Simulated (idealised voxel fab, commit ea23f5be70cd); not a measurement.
The process module presented herein is designated voxel wiring stack.
The cross-section on display is named cut; it measures 175 nm wide, and its cells are 5 nm squares.
Cross-section, as written here: a square-cell grid given band by band from the top down, where a band holds one or more rows of cells. Band: top height; bottom height; in nm. Then, left to right: material with width in nm, for each material. "edge to edge": a single material spanning edge to edge. "air": empty space. Heads up on the height convention: 0 is the point under which the incoming wafer is all one material, and the lowest band has no bottom, it just keeps going down, like "0..down". Per-row width for "30->40": begins at first number (top row of band), ends at second number (bottom row), increment between rows held constant. Key: "remained unchanged" - step with no changed cell in the cross-section. Empty spaces without an open route to the top, at least 8 cells in extent, make up the entry "Enclosed voids"; each is given as width x height at distance, where the distance is measured from the left edge, and all are in nm. Formally, on a step line, whatever follows the settings is a remark that the simulator itself makes on the step. overlay nm: mask right of planned place by this much (step with mask). Neg. = left.
INTENDED PROCESS STEPS
1,RECEIVE, material Si
2,CONFORMAL_DEP, material SiO2, thk nm 15
3,DIRECTIONAL_DEP, material TiN, thk nm 5
4,DIRECTIONAL_DEP, material Ru, thk nm 20
5,PATTERN, tone cover, mask id METAL_1, material resist, width nm 25, pitch nm 50, thk nm 20, overlay nm -10
6,DIRECTIONAL_ETCH, etch materials Ru, depth nm 20
7,DIRECTIONAL_ETCH, etch materials TiN, depth nm 5
8,STRIP, etch materials resist
9,CONFORMAL_DEP, material SiN, thk nm 5
10,FILL_DEP, material lowk, thk nm 10
11,CMP, height nm 40
12,CONFORMAL_DEP, material SiCN, thk nm 5
13,DIRECTIONAL_DEP, material lowk, thk nm 30
14,PATTERN, tone open, mask id METAL_2, material resist, width nm 25, pitch nm 50, thk nm 15, overlay nm 0
15,DIRECTIONAL_ETCH, etch materials lowk, depth nm 15
16,STRIP, etch materials resist
17,DIRECTIONAL_DEP, material aC, thk nm 15
18,PATTERN, tone open, mask id METAL_2_HOLES, material resist, width nm 15, pitch nm 50, thk nm 35, overlay nm 0
19,DIRECTIONAL_ETCH, etch materials aC, depth nm 15
20,STRIP, etch materials resist
21,DIRECTIONAL_ETCH, etch materials lowk, depth nm 15
22,DIRECTIONAL_ETCH, etch materials SiCN, depth nm 5
23,STRIP, etch materials aC
24,CONFORMAL_DEP, material TiN, thk nm 5
25,FILL_DEP, material Cu, thk nm 5
26,CMP, height nm 75
27,CONFORMAL_DEP, material SiCN, thk nm 5
The plan shows the overlay nm of step 5 as the first wafer had it; this setting differs between the wafers, which start out alike.
AS-RECEIVED STATE AFTER STEP 1, FIRST OF SEVERAL WAFERS, CROSS-SECTION
  0..down  Si edge to edge
  Enclosed voids: none
LAST STEP OF THE MODULE IS STEP 27; AFTER IT, THE FIRST OF SEVERAL WAFERS IN CROSS-SECTION
  80..75  SiCN edge to edge
  75..65  lowk=25, TiN=5, Cu=15, TiN=5, lowk=25, TiN=5, Cu=15, TiN=5, lowk=25, TiN=5, Cu=15, TiN=5, lowk=25
  65..60  lowk=25, TiN=5, Cu=5, TiN=15, lowk=25, TiN=5, Cu=5, TiN=15, lowk=25, TiN=5, Cu=5, TiN=15, lowk=25
  60..45  lowk=25, TiN=5, Cu=5, TiN=5, lowk=35, TiN=5, Cu=5, TiN=5, lowk=35, TiN=5, Cu=5, TiN=5, lowk=35
  45..40  SiCN=25, TiN=15, SiCN=35, TiN=15, SiCN=35, TiN=15, SiCN=35
  40..20  lowk=10, SiN=5, Ru=25, SiN=5, lowk=15, SiN=5, Ru=25, SiN=5, lowk=15, SiN=5, Ru=25, SiN=5, lowk=30
  20..15  SiN=15, TiN=25, SiN=25, TiN=25, SiN=25, TiN=25, SiN=35
  15..0  SiO2 edge to edge
  0..down  Si edge to edge
  Enclosed voids: none
HERE'S THE LAST WAFER CROSS-SECTIONED AT THE END OF THE MODULE
  80..75  SiCN edge to edge
  75..65  lowk=25, TiN=5, Cu=15, TiN=5, lowk=25, TiN=5, Cu=15, TiN=5, lowk=25, TiN=5, Cu=15, TiN=5, lowk=25
  65..60  lowk=25, TiN=5, Cu=5, TiN=15, lowk=25, TiN=5, Cu=5, TiN=15, lowk=25, TiN=5, Cu=5, TiN=15, lowk=25
  60..45  lowk=25, TiN=5, Cu=5, TiN=5, lowk=35, TiN=5, Cu=5, TiN=5, lowk=35, TiN=5, Cu=5, TiN=5, lowk=35
  45..40  SiCN=25, TiN=15, SiCN=35, TiN=15, SiCN=35, TiN=15, SiCN=35
  40..20  lowk=30, SiN=5, Ru=25, SiN=5, lowk=15, SiN=5, Ru=25, SiN=5, lowk=15, SiN=5, Ru=25, SiN=5, lowk=10
  20..15  SiN=35, TiN=25, SiN=25, TiN=25, SiN=25, TiN=25, SiN=15
  15..0  SiO2 edge to edge
  0..down  Si edge to edge
  Enclosed voids: none
GAINED (+) OR LOST (-) CELLS OF EACH MATERIAL SINCE RECEIPT, THEN CLOSED VOIDS: ONE ROW PER WAFER, AT THE END OF THE MODULE
overlay nm -10; +30 Cu; +60 Ru; +61 SiCN; +44 SiN; +105 SiO2; +66 TiN; +194 lowk; Enclosed voids: none
overlay nm -5; +30 Cu; +60 Ru; +61 SiCN; +44 SiN; +105 SiO2; +66 TiN; +194 lowk; Enclosed voids: none
overlay nm 0; +30 Cu; +60 Ru; +61 SiCN; +44 SiN; +105 SiO2; +66 TiN; +194 lowk; Enclosed voids: none
overlay nm 5; +30 Cu; +60 Ru; +61 SiCN; +44 SiN; +105 SiO2; +66 TiN; +194 lowk; Enclosed voids: none
overlay nm 10; +30 Cu; +60 Ru; +61 SiCN; +44 SiN; +105 SiO2; +66 TiN; +194 lowk; Enclosed voids: none
